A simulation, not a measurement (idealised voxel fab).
process module | voxel wiring stack
cross-section cut | 275 nm wide | cells 5 nm
A cross-section is a grid of square cells, given in bands from the top down. A band is one or more rows of cells.
Each band's line starts with the height of the band's top and of its bottom, in nm. Then come its materials from left to right, each with its width in nm. One material with "throughout" fills the band from edge to edge. "air" is empty space.
Height 0 is the level under which the wafer as received is all one material. The lowest band goes on downwards, as in "0 down".
A width such as "30 to 40" changes by the same amount from each row of cells to the next, from the band's top row to its bottom row.
"no change" after a step means that no cell of the cross-section changed.
closed voids: empty space of 8 cells or more with no open way to the top, each as width x height at its distance from the left edge, in nm
after a step's settings: what the simulator itself notes on the step
overlay nm, on a step with a mask: how far to the right of its planned place the mask lay; to the left if negative
plan
1 op RECEIVE | material Si
2 op CONFORMAL_DEP | material SiO2 | thk nm 10
3 op DIRECTIONAL_DEP | material TiN | thk nm 5
4 op DIRECTIONAL_DEP | material Ru | thk nm 20
5 op DIRECTIONAL_DEP | material aC | thk nm 10
6 op PATTERN | tone cover | mask id METAL_1 | material resist | width nm 25 | pitch nm 40 | thk nm 25 | overlay nm 0
7 op DIRECTIONAL_ETCH | etch materials aC | depth nm 10
8 op STRIP | etch materials resist
9 op DIRECTIONAL_ETCH | etch materials Ru | depth nm 20
10 op DIRECTIONAL_ETCH | etch materials TiN | depth nm 5
11 op STRIP | etch materials aC
12 op CONFORMAL_DEP | material SiN | thk nm 5
13 op FILL_DEP | material lowk | thk nm 5
14 op CMP | height nm 35
15 op CONFORMAL_DEP | material SiCN | thk nm 5
16 op DIRECTIONAL_DEP | material lowk | thk nm 20
17 op PATTERN | tone open | mask id PLUG_1 | material resist | width nm 15 | pitch nm 80 | thk nm 20 | overlay nm 0
18 op DIRECTIONAL_ETCH | etch materials lowk | depth nm 20
19 op DIRECTIONAL_ETCH | etch materials SiCN | depth nm 5
20 op STRIP | etch materials resist
21 op EPI | material Ru | thk nm 10
22 op EPI | material Ru | thk nm 10
23 op EPI | material Ru | thk nm 5
24 op DIRECTIONAL_DEP | material TiN | thk nm 5
25 op DIRECTIONAL_DEP | material W | thk nm 25
26 op DIRECTIONAL_DEP | material aC | thk nm 10
27 op PATTERN | tone cover | mask id METAL_2 | material resist | width nm 25 | pitch nm 40 | thk nm 30 | overlay nm 0
28 op DIRECTIONAL_ETCH | etch materials aC | depth nm 10
29 op STRIP | etch materials resist
30 op DIRECTIONAL_ETCH | etch materials W | depth nm 25
31 op DIRECTIONAL_ETCH | etch materials TiN | depth nm 5
32 op STRIP | etch materials aC
33 op FILL_DEP | material lowk | thk nm 10
34 op CMP | height nm 90
35 op CONFORMAL_DEP | material SiN | thk nm 5
as received, after step 1
  0 down: Si throughout
  closed voids: none
a wafer at the end: this start, this plan, one mistake
  95 to 90: SiN throughout
  90 to 65: lowk 65 | W 25 | lowk 15 | W 25 | lowk 15 | W 25 | lowk 15 | W 25 | lowk 65
  65 to 60: lowk 65 | TiN 25 | lowk 15 | TiN 25 | lowk 15 | TiN 25 | lowk 15 | TiN 25 | lowk 65
  60 to 40: lowk 65 | Ru 15 | lowk 65 | Ru 15 | lowk 115
  40 to 35: SiCN 65 | Ru 15 | SiCN 65 | Ru 15 | SiCN 115
  35 to 15: lowk 55 | SiN 5 | Ru 25 | SiN 5 | lowk 5 | SiN 5 | Ru 25 | SiN 5 | lowk 5 | SiN 5 | Ru 25 | SiN 5 | lowk 5 | SiN 5 | Ru 25 | SiN 5 | lowk 65
  15 to 10: SiN 60 | TiN 25 | SiN 15 | TiN 25 | SiN 15 | TiN 25 | SiN 15 | TiN 25 | SiN 70
  10 to 0: SiO2 throughout
  0 down: Si throughout
  closed voids: none
what went wrong: step 6 ran as: op PATTERN | tone cover | mask id METAL_1 | material resist | width nm 25 | pitch nm 40 | thk nm 25 | overlay nm -5
